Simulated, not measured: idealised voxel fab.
Process module under the name voxel wiring stack
Section shown: cut. Width: 225 nm. Cell size: 5 nm, square.
This document writes a cross-section as a grid whose cells are square, and gives it as bands, listed from the top down; one or more rows of cells form a band.
Band entry format. Leading values: height of top, height of bottom, nm. Remainder: materials in left-to-right order, each with its width in nm. Special words: "everywhere" on a single material, which then fills the band edge to edge; "empty", empty space.
All heights in this document are referenced to 0, defined as the level beneath which the wafer, as received, consists entirely of one material. The lowest band is not bounded below; it extends indefinitely downward and is written in the form "0 -> down".
A two-number width, for instance "30->40", indicates that the width is equal to the first number in the top row of the band and to the second number in the bottom row, and that it changes by a constant amount per row of cells.
"everything unchanged" (step): cross-section cells unchanged, all of them.
Empty spaces without an open route to the top, at least 8 cells in extent, make up the entry "Completely sealed voids"; each is given as width x height at distance, where the distance is measured from the left edge, and all are in nm.
On a step's line, text after the settings is the simulator commenting on that step.
overlay nm: step with mask; distance mask lay right of planned place; negative value = left of planned place.

## List of planned process steps
1: RECEIVE | material Si
2: CONFORMAL_DEP | material SiO2 | thk nm 15
3: CONFORMAL_DEP | material SiCN | thk nm 5
4: DIRECTIONAL_DEP | material lowk | thk nm 20
5: DIRECTIONAL_DEP | material aC | thk nm 10
6: PATTERN | tone open | mask id METAL_1 | material resist | width nm 20 | pitch nm 35 | thk nm 30 | overlay nm 0
7: DIRECTIONAL_ETCH | etch materials aC | depth nm 10
8: STRIP | etch materials resist
9: DIRECTIONAL_ETCH | etch materials lowk | depth nm 20
10: DIRECTIONAL_ETCH | etch materials SiCN | depth nm 5
11: STRIP | etch materials aC
12: CONFORMAL_DEP | material TiN | thk nm 5
13: FILL_DEP | material Cu | thk nm 10
14: CMP | height nm 40
15: CONFORMAL_DEP | material SiCN | thk nm 5
16: DIRECTIONAL_DEP | material lowk | thk nm 30
17: PATTERN | tone open | mask id METAL_2 | material resist | width nm 20 | pitch nm 35 | thk nm 20 | overlay nm 0
18: DIRECTIONAL_ETCH | etch materials lowk | depth nm 15
19: STRIP | etch materials resist
20: PATTERN | tone open | mask id METAL_2_HOLES | material resist | width nm 15 | pitch nm 35 | thk nm 15 | overlay nm 0
21: DIRECTIONAL_ETCH | etch materials lowk | depth nm 15
22: DIRECTIONAL_ETCH | etch materials SiCN | depth nm 5
23: STRIP | etch materials resist
24: CONFORMAL_DEP | material TiN | thk nm 5
25: FILL_DEP | material Ru | thk nm 10
26: CMP | height nm 75
27: CONFORMAL_DEP | material SiCN | thk nm 5
28: DIRECTIONAL_DEP | material lowk | thk nm 25
29: MASKED_ETCH | tone open | mask id METAL_3 | width nm 20 | pitch nm 35 | etch materials lowk | depth nm 15 | overlay nm 0
30: PATTERN | tone open | mask id METAL_3_HOLES | material resist | width nm 15 | pitch nm 70 | thk nm 15 | overlay nm 0
31: DIRECTIONAL_ETCH | etch materials lowk | depth nm 10
32: DIRECTIONAL_ETCH | etch materials SiCN | depth nm 5
33: STRIP | etch materials resist
34: CONFORMAL_DEP | material TiN | thk nm 5
35: FILL_DEP | material Ru | thk nm 10
36: CMP | height nm 105
37: CONFORMAL_DEP | material SiCN | thk nm 5

## The cross-section here shows the wafer as received, i.e. in its state after step 1
* 0 -> down  Si everywhere
* Completely sealed voids: none

## Starting structure and process plan are as shown above, but one mistake was made in running the module; the wafer cross-section at the end of the module follows
* 110 -> 105  SiCN everywhere
* 105 -> 95  65 lowk, then 5 TiN, then 10 Ru, then 5 TiN, then 15 lowk, then 5 TiN, then 10 Ru, then 5 TiN, then 15 lowk, then 5 TiN, then 10 Ru, then 5 TiN, then 70 lowk
* 95 -> 90  65 lowk, then 5 TiN, then 5 Ru, then 10 TiN, then 15 lowk, then 20 TiN, then 15 lowk, then 5 TiN, then 5 Ru, then 10 TiN, then 70 lowk
* 90 -> 80  65 lowk, then 5 TiN, then 5 Ru, then 5 TiN, then 55 lowk, then 5 TiN, then 5 Ru, then 5 TiN, then 75 lowk
* 80 -> 75  65 SiCN, then 15 TiN, then 55 SiCN, then 15 TiN, then 75 SiCN
* 75 -> 65  Ru everywhere
* 65 -> 60  70 TiN, then 10 Ru, then 25 TiN, then 10 Ru, then 25 TiN, then 10 Ru, then 75 TiN
* 60 -> 45  65 lowk, then 5 TiN, then 10 Ru, then 5 TiN, then 15 lowk, then 5 TiN, then 10 Ru, then 5 TiN, then 15 lowk, then 5 TiN, then 10 Ru, then 5 TiN, then 70 lowk
* 45 -> 40  65 SiCN, then 20 TiN, then 15 SiCN, then 20 TiN, then 15 SiCN, then 20 TiN, then 70 SiCN
* 40 -> 20  65 lowk, then 5 TiN, then 10 Cu, then 5 TiN, then 15 lowk, then 5 TiN, then 10 Cu, then 5 TiN, then 15 lowk, then 5 TiN, then 10 Cu, then 5 TiN, then 70 lowk
* 20 -> 15  65 SiCN, then 20 TiN, then 15 SiCN, then 20 TiN, then 15 SiCN, then 20 TiN, then 70 SiCN
* 15 -> 0  SiO2 everywhere
* 0 -> down  Si everywhere
* Completely sealed voids: none
In executing the process, a mistake was made relative to the plan: heads up, step 20 of the plan was skipped and never actually ran
